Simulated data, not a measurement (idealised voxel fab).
The process module presented herein is designated voxel gate over fins.
Square cells of 5 nm make up the cross-section cut, whose width is 145 nm.
Think of the cross-section as a grid of square cells. We describe it in bands, top to bottom, and each band covers one or more rows of those cells. Each band's line starts with the height of the band's top and of its bottom, in nm. Then come its materials from left to right, each with its width in nm. One material with "all across" fills the band from edge to edge. "air" is empty space. The reference from which all heights are counted is 0, the level beneath which the as-received wafer is entirely one material; the lowest band, having no lower bound, proceeds downward and is written after the example "0 down". The width entry "30 to 40" should be interpreted row by row: the top row of cells in the band takes the first number, the bottom row takes the second number, and the change between adjacent rows is uniform throughout. "nothing was modified", as given for a step, is the statement that not any cell of the cross-section underwent a change during that step. "Closed voids list" means: voids of 8 cells or more that are shut off from the top with no open way through. Written width x height at distance, distance from the left edge, in nm. That trailing text on a step's line, after the settings, is the simulator's own remark on the step. overlay nm: for a step with a mask, the amount by which the mask lay right of where it was planned; a negative amount means left of it.

Process steps (planned)
1: RECEIVE [material Si]
2: CONFORMAL_DEP [material SiN] [thk nm 10]
3: PATTERN [tone cover] [mask id FINS] [material resist] [width nm 15] [pitch nm 35] [thk nm 15] [overlay nm 0]
4: DIRECTIONAL_ETCH [etch materials SiN] [depth nm 10]
5: DIRECTIONAL_ETCH [etch materials Si] [depth nm 40]
6: STRIP [etch materials resist]
7: FILL_DEP [material SiO2] [thk nm 5]
8: CMP [height nm 10]
9: SELECTIVE_ETCH [etch materials SiO2] [depth nm 15]
10: STRIP [etch materials SiN]
11: CONFORMAL_DEP [material HfO2] [thk nm 5]
12: CONFORMAL_DEP [material TiN] [thk nm 5]
13: CONFORMAL_DEP [material TiAl] [thk nm 5]
14: CONFORMAL_DEP [material TiN] [thk nm 5]
15: FILL_DEP [material W] [thk nm 10]
16: CMP [height nm 25]
17: CONFORMAL_DEP [material SiCN] [thk nm 5]
The plan's step 9 depth nm is the first wafer's value; the wafers differ in this setting and start identical.

The first of several wafers, as received after step 1, seen in section
> 0 down  Si all across
> Closed voids list: none

Row per wafer, end-of-module: cell gain (+)/loss (-) by material since the wafer came in, then closed voids
depth nm 15; +33 HfO2; -184 Si; +29 SiCN; +161 SiO2; +31 TiAl; +64 TiN; +40 W; Closed voids list: none
depth nm 20; +37 HfO2; -184 Si; +29 SiCN; +138 SiO2; +33 TiAl; +70 TiN; +51 W; Closed voids list: none
depth nm 25; +41 HfO2; -184 Si; +29 SiCN; +115 SiO2; +35 TiAl; +76 TiN; +62 W; Closed voids list: none
depth nm 30; +45 HfO2; -184 Si; +29 SiCN; +92 SiO2; +37 TiAl; +82 TiN; +73 W; Closed voids list: none
depth nm 35; +49 HfO2; -184 Si; +29 SiCN; +69 SiO2; +39 TiAl; +88 TiN; +84 W; Closed voids list: none
depth nm 40; +53 HfO2; -184 Si; +29 SiCN; +46 SiO2; +41 TiAl; +94 TiN; +95 W; Closed voids list: none
